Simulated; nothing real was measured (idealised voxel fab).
The following process module bears the name voxel wiring stack.
Pictured: cross-section cut, 170 nm wide, on a grid of 5 nm square cells.
Throughout this document, each cross-section is represented as a grid of square cells and is presented as a sequence of bands enumerated from the top downward, where a band comprises one or more rows of cells.
A band entry consists of two parts. The first gives the height of the band's top and the height of its bottom, in nm. The rest lists the band's materials from left to right, each with its width in nm. A single material labelled with the word "throughout" fills the band from edge to edge, and the word "empty" marks empty space.
Where do heights start? At 0: under that level the wafer as delivered is made of one material only. And the lowest band has no floor; it just carries on downward, as in "0 -> down".
When a width is written as two numbers, as in "30 to 40", the first number is the width in the top row of cells of the band and the second is the width in its bottom row, and the width changes by the same amount from each row to the next.
The designation "no modifications", where it is given for a processing step, indicates that no cell of the cross-section was altered in the course of that step.
Empty spaces without an open route to the top, at least 8 cells in extent, make up the entry "Sealed voids"; each is given as width x height at distance, where the distance is measured from the left edge, and all are in nm.
Post-settings text on a step line: simulator's own remark regarding the step.
Among the settings permitted on a step's line is "overlay nm"; applied to a step with a mask, it specifies the extent to which the mask lay to the right of its planned position, whereas a negative figure signifies a position to the left.
### This section lists the process steps that were planned
| 1 | op RECEIVE | material Si |
| 2 | op CONFORMAL_DEP | material SiO2 | thk nm 15 |
| 3 | op DIRECTIONAL_DEP | material TiN | thk nm 5 |
| 4 | op DIRECTIONAL_DEP | material Ru | thk nm 15 |
| 5 | op PATTERN | tone cover | mask id METAL_1 | material resist | width nm 25 | pitch nm 40 | thk nm 15 | overlay nm 0 |
| 6 | op DIRECTIONAL_ETCH | etch materials Ru | depth nm 15 |
| 7 | op DIRECTIONAL_ETCH | etch materials TiN | depth nm 5 |
| 8 | op STRIP | etch materials resist |
| 9 | op CONFORMAL_DEP | material SiCN | thk nm 5 |
| 10 | op FILL_DEP | material lowk | thk nm 10 |
| 11 | op CMP | height nm 35 |
| 12 | op CONFORMAL_DEP | material SiCN | thk nm 5 |
| 13 | op DIRECTIONAL_DEP | material lowk | thk nm 10 |
| 14 | op PATTERN | tone open | mask id PLUG_1 | material resist | width nm 15 | thk nm 20 | overlay nm 0 |
| 15 | op DIRECTIONAL_ETCH | etch materials lowk | depth nm 10 |
| 16 | op DIRECTIONAL_ETCH | etch materials SiCN | depth nm 5 |
| 17 | op STRIP | etch materials resist |
| 18 | op CONFORMAL_DEP | material TiN | thk nm 5 |
| 19 | op FILL_DEP | material W | thk nm 10 |
| 20 | op CMP | height nm 50 |
| 21 | op DIRECTIONAL_DEP | material TiN | thk nm 5 |
| 22 | op DIRECTIONAL_DEP | material Ru | thk nm 25 |
| 23 | op DIRECTIONAL_DEP | material aC | thk nm 15 |
| 24 | op PATTERN | tone cover | mask id METAL_2 | material resist | width nm 25 | pitch nm 40 | thk nm 30 | overlay nm -15 |
| 25 | op DIRECTIONAL_ETCH | etch materials aC | depth nm 15 |
| 26 | op STRIP | etch materials resist |
| 27 | op DIRECTIONAL_ETCH | etch materials Ru | depth nm 25 |
| 28 | op DIRECTIONAL_ETCH | etch materials TiN | depth nm 5 |
| 29 | op STRIP | etch materials aC |
| 30 | op FILL_DEP | material lowk | thk nm 5 |
| 31 | op CMP | height nm 80 |
| 32 | op CONFORMAL_DEP | material SiCN | thk nm 5 |
| 33 | op DIRECTIONAL_DEP | material SiO2 | thk nm 25 |
| 34 | op PATTERN | tone open | mask id METAL_3_HOLES | material resist | width nm 15 | thk nm 15 | overlay nm 0 |
| 35 | op DIRECTIONAL_ETCH | etch materials SiO2 | depth nm 25 |
| 36 | op STRIP | etch materials resist |
| 37 | op PATTERN | tone open | mask id METAL_3 | material resist | width nm 25 | pitch nm 40 | thk nm 15 | overlay nm 0 |
| 38 | op DIRECTIONAL_ETCH | etch materials SiO2 | depth nm 15 |
| 39 | op DIRECTIONAL_ETCH | etch materials SiCN | depth nm 5 |
| 40 | op STRIP | etch materials resist |
| 41 | op CONFORMAL_DEP | material TiN | thk nm 5 |
| 42 | op FILL_DEP | material Cu | thk nm 10 |
| 43 | op CMP | height nm 110 |
| 44 | op CONFORMAL_DEP | material SiN | thk nm 5 |
It is noted that the wafers described herein are identical at the outset and are distinguished by the overlay nm of step 24; the value stated in the plan corresponds to the first wafer.
### First of several wafers (as received, post step 1), cross-sectional view
> 0 -> down | Si throughout
> Sealed voids: none
### Quick key for the table: a row per wafer, taken at the end of the module. For each material it tells you how many cells the wafer gained (+) or lost (-) since it came in, and the closed voids come after
overlay nm -15; +15 Cu; +80 Ru; +98 SiCN; +34 SiN; +236 SiO2; +51 TiN; +2 W; +266 lowk; Sealed voids: none
overlay nm -10; +15 Cu; +80 Ru; +98 SiCN; +34 SiN; +236 SiO2; +51 TiN; +2 W; +266 lowk; Sealed voids: none
overlay nm -5; +15 Cu; +80 Ru; +98 SiCN; +34 SiN; +236 SiO2; +51 TiN; +2 W; +266 lowk; Sealed voids: none
overlay nm 0; +15 Cu; +80 Ru; +98 SiCN; +34 SiN; +236 SiO2; +51 TiN; +2 W; +266 lowk; Sealed voids: none
overlay nm 5; +15 Cu; +80 Ru; +98 SiCN; +34 SiN; +236 SiO2; +51 TiN; +2 W; +266 lowk; Sealed voids: none
overlay nm 10; +15 Cu; +80 Ru; +98 SiCN; +34 SiN; +236 SiO2; +51 TiN; +2 W; +266 lowk; Sealed voids: none
overlay nm 15; +15 Cu; +80 Ru; +98 SiCN; +34 SiN; +236 SiO2; +51 TiN; +2 W; +266 lowk; Sealed voids: none
